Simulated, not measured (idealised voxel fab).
process module | voxel transistor to metal
cross-section cut | 205 nm wide | cells 5 nm
A cross-section is a grid of square cells, given in bands from the top down. A band is one or more rows of cells.
Each band's line starts with the height of the band's top and of its bottom, in nm. Then come its materials from left to right, each with its width in nm. One material with "throughout" fills the band from edge to edge. "air" is empty space.
Height 0 is the level under which the wafer as received is all one material. The lowest band goes on downwards, as in "0 down".
A width such as "30 to 40" changes by the same amount from each row of cells to the next, from the band's top row to its bottom row.
"no change" after a step means that no cell of the cross-section changed.
closed voids: empty space of 8 cells or more with no open way to the top, each as width x height at its distance from the left edge, in nm
after a step's settings: what the simulator itself notes on the step
overlay nm, on a step with a mask: how far to the right of its planned place the mask lay; to the left if negative
plan
1 op RECEIVE | material Si
2 op CONFORMAL_DEP | material SiO2 | thk nm 5
3 op CONFORMAL_DEP | material SiN | thk nm 10
4 op DIRECTIONAL_DEP | material aC | thk nm 15
5 op PATTERN | tone cover | mask id ACTIVE | material resist | width nm 110 | thk nm 35 | overlay nm 0
6 op DIRECTIONAL_ETCH | etch materials aC | depth nm 15
7 op STRIP | etch materials resist
8 op DIRECTIONAL_ETCH | etch materials SiN | depth nm 10
9 op DIRECTIONAL_ETCH | etch materials SiO2 | depth nm 5
10 op DIRECTIONAL_ETCH | etch materials Si | depth nm 35
11 op STRIP | etch materials aC
12 op OXIDIZE | depth nm 5
13 op FILL_DEP | material SiO2 | thk nm 10
14 op CMP | height nm 15
15 op SELECTIVE_ETCH | etch materials SiO2 | depth nm 10
16 op STRIP | etch materials SiN
17 op SELECTIVE_ETCH | etch materials SiO2 | depth nm 5
18 op OXIDIZE | depth nm 5
19 op DIRECTIONAL_DEP | material polySi | thk nm 25
20 op DIRECTIONAL_DEP | material SiCN | thk nm 10
21 op DIRECTIONAL_DEP | material aC | thk nm 10
22 op PATTERN | tone cover | mask id GATE | material resist | width nm 20 | thk nm 25 | overlay nm 0
23 op DIRECTIONAL_ETCH | etch materials aC | depth nm 10
24 op STRIP | etch materials resist
25 op DIRECTIONAL_ETCH | etch materials SiCN | depth nm 20
26 op DIRECTIONAL_ETCH | etch materials polySi | depth nm 35
27 op STRIP | etch materials aC
28 op CONFORMAL_DEP | material SiO2 | thk nm 5
29 op DIRECTIONAL_ETCH | etch materials SiO2 | depth nm 5
30 op CONFORMAL_DEP | material SiN | thk nm 10
31 op DIRECTIONAL_ETCH | etch materials SiN | depth nm 10
32 op DIRECTIONAL_ETCH | etch materials SiO2 | depth nm 5
33 op EPI | material pSi | thk nm 5
34 op FILL_DEP | material SiO2 | thk nm 10
35 op CMP | height nm 35
36 op DIRECTIONAL_DEP | material SiO2 | thk nm 15
37 op MASKED_ETCH | tone open | mask id CONTACT | width nm 30 | pitch nm 60 | etch materials SiO2 | depth nm 50 | overlay nm 0
38 op CONFORMAL_DEP | material TiN | thk nm 5
39 op FILL_DEP | material Ru | thk nm 5
40 op CMP | height nm 50
41 op CONFORMAL_DEP | material SiCN | thk nm 5
42 op DIRECTIONAL_DEP | material SiO2 | thk nm 15
43 op MASKED_ETCH | tone open | mask id METAL_1 | width nm 15 | pitch nm 75 | etch materials SiO2 | depth nm 15 | overlay nm 0
44 op MASKED_ETCH | tone open | mask id METAL_1 | width nm 15 | pitch nm 75 | etch materials SiCN | depth nm 5 | overlay nm 0
45 op CONFORMAL_DEP | material TiN | thk nm 5
46 op FILL_DEP | material Ru | thk nm 10
47 op CMP | height nm 70
48 op CONFORMAL_DEP | material SiCN | thk nm 5
49 op DIRECTIONAL_DEP | material SiO2 | thk nm 30
50 op PATTERN | tone open | mask id METAL_2 | material resist | width nm 15 | pitch nm 75 | thk nm 15 | overlay nm 0
51 op DIRECTIONAL_ETCH | etch materials SiO2 | depth nm 20
52 op STRIP | etch materials resist
53 op MASKED_ETCH | tone open | mask id METAL_2_HOLES | width nm 15 | pitch nm 75 | etch materials SiO2 | depth nm 10 | overlay nm 0
54 op MASKED_ETCH | tone open | mask id METAL_2_HOLES | width nm 15 | pitch nm 75 | etch materials SiCN | depth nm 5 | overlay nm 0
55 op CONFORMAL_DEP | material TiN | thk nm 5
56 op FILL_DEP | material Ru | thk nm 10
57 op CMP | height nm 105
58 op CONFORMAL_DEP | material SiCN | thk nm 5
first wafer, as planned
as received, after step 1
  0 down: Si throughout
  closed voids: none
after step 2
  5 to 0: SiO2 throughout
  below 0: unchanged
after step 3
  15 to 5: SiN throughout
  below 5: unchanged
after step 4
  30 to 15: aC throughout
  below 15: unchanged
after step 5
  65 to 30: air 45 | resist 110 | air 50
  below 30: unchanged
after step 6
  50 to 30: air 45 | resist 110 | air 50
  30 to 15: air 45 | aC 110 | air 50
  below 15: unchanged
after step 7
  30 to 15: air 45 | aC 110 | air 50
  below 15: unchanged
after step 8
  30 to 15: air 45 | aC 110 | air 50
  15 to 5: air 45 | SiN 110 | air 50
  below 5: unchanged
after step 9
  30 to 15: air 45 | aC 110 | air 50
  15 to 5: air 45 | SiN 110 | air 50
  5 to 0: air 45 | SiO2 110 | air 50
  below 0: unchanged
after step 10
  30 to 15: air 45 | aC 110 | air 50
  15 to 5: air 45 | SiN 110 | air 50
  5 to 0: air 45 | SiO2 110 | air 50
  0 to -35: air 45 | Si 110 | air 50
  below -35: unchanged
after step 11
  15 to 5: air 45 | SiN 110 | air 50
  below 5: unchanged
after step 12
  15 to 5: air 45 | SiN 110 | air 50
  5 to 0: air 45 | SiO2 110 | air 50
  0 to -35: air 45 | SiO2 5 | Si 100 | SiO2 5 | air 50
  -35 to -40: SiO2 50 | Si 100 | SiO2 55
  below -40: unchanged
after step 13
  25 to 15: SiO2 throughout
  15 to 5: SiO2 45 | SiN 110 | SiO2 50
  5 to 0: SiO2 throughout
  0 to -40: SiO2 50 | Si 100 | SiO2 55
  below -40: unchanged
after step 14
  15 to 5: SiO2 45 | SiN 110 | SiO2 50
  below 5: unchanged
after step 15
  15 to 5: air 45 | SiN 110 | air 50
  below 5: unchanged
after step 16
  5 to 0: SiO2 throughout
  below 0: unchanged
after step 17
  0 to -40: SiO2 50 | Si 100 | SiO2 55
  below -40: unchanged
after step 18
  0 to -5: SiO2 throughout
  below -5: unchanged
after step 19
  25 to 0: polySi throughout
  below 0: unchanged
after step 20
  35 to 25: SiCN throughout
  below 25: unchanged
after step 21
  45 to 35: aC throughout
  below 35: unchanged
after step 22
  70 to 45: air 90 | resist 20 | air 95
  below 45: unchanged
after step 23
  60 to 45: air 90 | resist 20 | air 95
  45 to 35: air 90 | aC 20 | air 95
  below 35: unchanged
after step 24
  45 to 35: air 90 | aC 20 | air 95
  below 35: unchanged
after step 25
  45 to 35: air 90 | aC 20 | air 95
  35 to 25: air 90 | SiCN 20 | air 95
  below 25: unchanged
after step 26
  45 to 35: air 90 | aC 20 | air 95
  35 to 25: air 90 | SiCN 20 | air 95
  25 to 0: air 90 | polySi 20 | air 95
  below 0: unchanged
after step 27
  35 to 25: air 90 | SiCN 20 | air 95
  below 25: unchanged
after step 28
  40 to 35: air 85 | SiO2 30 | air 90
  35 to 25: air 85 | SiO2 5 | SiCN 20 | SiO2 5 | air 90
  25 to 5: air 85 | SiO2 5 | polySi 20 | SiO2 5 | air 90
  5 to 0: SiO2 90 | polySi 20 | SiO2 95
  below 0: unchanged
after step 29
  35 to 25: air 85 | SiO2 5 | SiCN 20 | SiO2 5 | air 90
  25 to 0: air 85 | SiO2 5 | polySi 20 | SiO2 5 | air 90
  below 0: unchanged
after step 30
  45 to 35: air 75 | SiN 50 | air 80
  35 to 25: air 75 | SiN 10 | SiO2 5 | SiCN 20 | SiO2 5 | SiN 10 | air 80
  25 to 10: air 75 | SiN 10 | SiO2 5 | polySi 20 | SiO2 5 | SiN 10 | air 80
  10 to 0: SiN 85 | SiO2 5 | polySi 20 | SiO2 5 | SiN 90
  below 0: unchanged
after step 31
  35 to 25: air 75 | SiN 10 | SiO2 5 | SiCN 20 | SiO2 5 | SiN 10 | air 80
  25 to 0: air 75 | SiN 10 | SiO2 5 | polySi 20 | SiO2 5 | SiN 10 | air 80
  below 0: unchanged
after step 32
  35 to 30: air 75 | SiN 10 | air 5 | SiCN 20 | air 5 | SiN 10 | air 80
  30 to 25: air 75 | SiN 10 | SiO2 5 | SiCN 20 | SiO2 5 | SiN 10 | air 80
  25 to 0: air 75 | SiN 10 | SiO2 5 | polySi 20 | SiO2 5 | SiN 10 | air 80
  0 to -5: air 75 | SiO2 50 | air 80
  below -5: unchanged
after step 33
  35 to 30: air 75 | SiN 10 | air 5 | SiCN 20 | air 5 | SiN 10 | air 80
  30 to 25: air 75 | SiN 10 | SiO2 5 | SiCN 20 | SiO2 5 | SiN 10 | air 80
  25 to 0: air 75 | SiN 10 | SiO2 5 | polySi 20 | SiO2 5 | SiN 10 | air 80
  0 to -5: air 45 | pSi 30 | SiO2 50 | pSi 30 | air 50
  below -5: unchanged
after step 34
  45 to 35: SiO2 throughout
  35 to 25: SiO2 75 | SiN 10 | SiO2 5 | SiCN 20 | SiO2 5 | SiN 10 | SiO2 80
  25 to 0: SiO2 75 | SiN 10 | SiO2 5 | polySi 20 | SiO2 5 | SiN 10 | SiO2 80
  0 to -5: SiO2 45 | pSi 30 | SiO2 50 | pSi 30 | SiO2 50
  below -5: unchanged
after step 35
  35 to 25: SiO2 75 | SiN 10 | SiO2 5 | SiCN 20 | SiO2 5 | SiN 10 | SiO2 80
  below 25: unchanged
after step 36
  50 to 35: SiO2 throughout
  below 35: unchanged
after step 37
  50 to 35: SiO2 55 | air 30 | SiO2 30 | air 30 | SiO2 60
  35 to 25: SiO2 55 | air 20 | SiN 10 | SiO2 5 | SiCN 20 | SiO2 5 | SiN 10 | air 20 | SiO2 60
  25 to 0: SiO2 55 | air 20 | SiN 10 | SiO2 5 | polySi 20 | SiO2 5 | SiN 10 | air 20 | SiO2 60
  below 0: unchanged
after step 38
  55 to 50: TiN 60 | air 20 | TiN 40 | air 20 | TiN 65
  50 to 40: SiO2 55 | TiN 5 | air 20 | TiN 5 | SiO2 30 | TiN 5 | air 20 | TiN 5 | SiO2 60
  40 to 35: SiO2 55 | TiN 5 | air 10 | TiN 15 | SiO2 30 | TiN 15 | air 10 | TiN 5 | SiO2 60
  35 to 25: SiO2 55 | TiN 5 | air 10 | TiN 5 | SiN 10 | SiO2 5 | SiCN 20 | SiO2 5 | SiN 10 | TiN 5 | air 10 | TiN 5 | SiO2 60
  25 to 5: SiO2 55 | TiN 5 | air 10 | TiN 5 | SiN 10 | SiO2 5 | polySi 20 | SiO2 5 | SiN 10 | TiN 5 | air 10 | TiN 5 | SiO2 60
  5 to 0: SiO2 55 | TiN 20 | SiN 10 | SiO2 5 | polySi 20 | SiO2 5 | SiN 10 | TiN 20 | SiO2 60
  below 0: unchanged
after step 39
  60 to 55: Ru throughout
  55 to 50: TiN 60 | Ru 20 | TiN 40 | Ru 20 | TiN 65
  50 to 40: SiO2 55 | TiN 5 | Ru 20 | TiN 5 | SiO2 30 | TiN 5 | Ru 20 | TiN 5 | SiO2 60
  40 to 35: SiO2 55 | TiN 5 | Ru 10 | TiN 15 | SiO2 30 | TiN 15 | Ru 10 | TiN 5 | SiO2 60
  35 to 25: SiO2 55 | TiN 5 | Ru 10 | TiN 5 | SiN 10 | SiO2 5 | SiCN 20 | SiO2 5 | SiN 10 | TiN 5 | Ru 10 | TiN 5 | SiO2 60
  25 to 5: SiO2 55 | TiN 5 | Ru 10 | TiN 5 | SiN 10 | SiO2 5 | polySi 20 | SiO2 5 | SiN 10 | TiN 5 | Ru 10 | TiN 5 | SiO2 60
  below 5: unchanged
after step 40
  50 to 40: SiO2 55 | TiN 5 | Ru 20 | TiN 5 | SiO2 30 | TiN 5 | Ru 20 | TiN 5 | SiO2 60
  below 40: unchanged
after step 41
  55 to 50: SiCN throughout
  below 50: unchanged
after step 42
  70 to 55: SiO2 throughout
  below 55: unchanged
after step 43
  70 to 55: SiO2 55 | air 15 | SiO2 60 | air 15 | SiO2 60
  below 55: unchanged
after step 44
  70 to 55: SiO2 55 | air 15 | SiO2 60 | air 15 | SiO2 60
  55 to 50: SiCN 55 | air 15 | SiCN 60 | air 15 | SiCN 60
  below 50: unchanged
after step 45
  75 to 70: TiN 60 | air 5 | TiN 70 | air 5 | TiN 65
  70 to 55: SiO2 55 | TiN 5 | air 5 | TiN 5 | SiO2 60 | TiN 5 | air 5 | TiN 5 | SiO2 60
  55 to 50: SiCN 55 | TiN 15 | SiCN 60 | TiN 15 | SiCN 60
  below 50: unchanged
after step 46
  85 to 75: Ru throughout
  75 to 70: TiN 60 | Ru 5 | TiN 70 | Ru 5 | TiN 65
  70 to 55: SiO2 55 | TiN 5 | Ru 5 | TiN 5 | SiO2 60 | TiN 5 | Ru 5 | TiN 5 | SiO2 60
  below 55: unchanged
after step 47
  70 to 55: SiO2 55 | TiN 5 | Ru 5 | TiN 5 | SiO2 60 | TiN 5 | Ru 5 | TiN 5 | SiO2 60
  below 55: unchanged
after step 48
  75 to 70: SiCN throughout
  below 70: unchanged
after step 49
  105 to 75: SiO2 throughout
  below 75: unchanged
after step 50
  120 to 105: resist 55 | air 15 | resist 60 | air 15 | resist 60
  below 105: unchanged
after step 51
  120 to 105: resist 55 | air 15 | resist 60 | air 15 | resist 60
  105 to 85: SiO2 55 | air 15 | SiO2 60 | air 15 | SiO2 60
  below 85: unchanged
after step 52
  105 to 85: SiO2 55 | air 15 | SiO2 60 | air 15 | SiO2 60
  below 85: unchanged
after step 53
  105 to 75: SiO2 55 | air 15 | SiO2 60 | air 15 | SiO2 60
  below 75: unchanged
after step 54
  105 to 75: SiO2 55 | air 15 | SiO2 60 | air 15 | SiO2 60
  75 to 70: SiCN 55 | air 15 | SiCN 60 | air 15 | SiCN 60
  below 70: unchanged
after step 55
  110 to 105: TiN 60 | air 5 | TiN 70 | air 5 | TiN 65
  105 to 75: SiO2 55 | TiN 5 | air 5 | TiN 5 | SiO2 60 | TiN 5 | air 5 | TiN 5 | SiO2 60
  75 to 70: SiCN 55 | TiN 15 | SiCN 60 | TiN 15 | SiCN 60
  below 70: unchanged
after step 56
  120 to 110: Ru throughout
  110 to 105: TiN 60 | Ru 5 | TiN 70 | Ru 5 | TiN 65
  105 to 75: SiO2 55 | TiN 5 | Ru 5 | TiN 5 | SiO2 60 | TiN 5 | Ru 5 | TiN 5 | SiO2 60
  below 75: unchanged
after step 57
  105 to 75: SiO2 55 | TiN 5 | Ru 5 | TiN 5 | SiO2 60 | TiN 5 | Ru 5 | TiN 5 | SiO2 60
  below 75: unchanged
after step 58
  110 to 105: SiCN throughout
  below 105: unchanged
second wafer: like start, like plan, one mistake. Through step 52 it matches the first wafer
when step 53 should have ended
  95 to 85: SiO2 55 | air 15 | SiO2 60 | air 15 | SiO2 60
  below 85: unchanged
when step 54 should have ended: no change
when step 55 should have ended
  100 to 95: TiN 60 | air 5 | TiN 70 | air 5 | TiN 65
  95 to 90: SiO2 55 | TiN 5 | air 5 | TiN 5 | SiO2 60 | TiN 5 | air 5 | TiN 5 | SiO2 60
  90 to 85: SiO2 55 | TiN 15 | SiO2 60 | TiN 15 | SiO2 60
  below 85: unchanged
when step 56 should have ended
  110 to 100: Ru throughout
  100 to 95: TiN 60 | Ru 5 | TiN 70 | Ru 5 | TiN 65
  95 to 90: SiO2 55 | TiN 5 | Ru 5 | TiN 5 | SiO2 60 | TiN 5 | Ru 5 | TiN 5 | SiO2 60
  below 90: unchanged
when step 57 should have ended
  105 to 100: Ru throughout
  below 100: unchanged
when step 58 should have ended
  110 to 105: SiCN throughout
  below 105: unchanged
what went wrong: step 53 ran as: op MASKED_ETCH | tone cover | mask id METAL_2_HOLES | width nm 15 | pitch nm 75 | etch materials SiO2 | depth nm 10 | overlay nm 0
at the end the second wafer has, in cells: 33 more of Ru | 6 more of SiCN | 58 fewer of SiO2 | 19 more of TiN
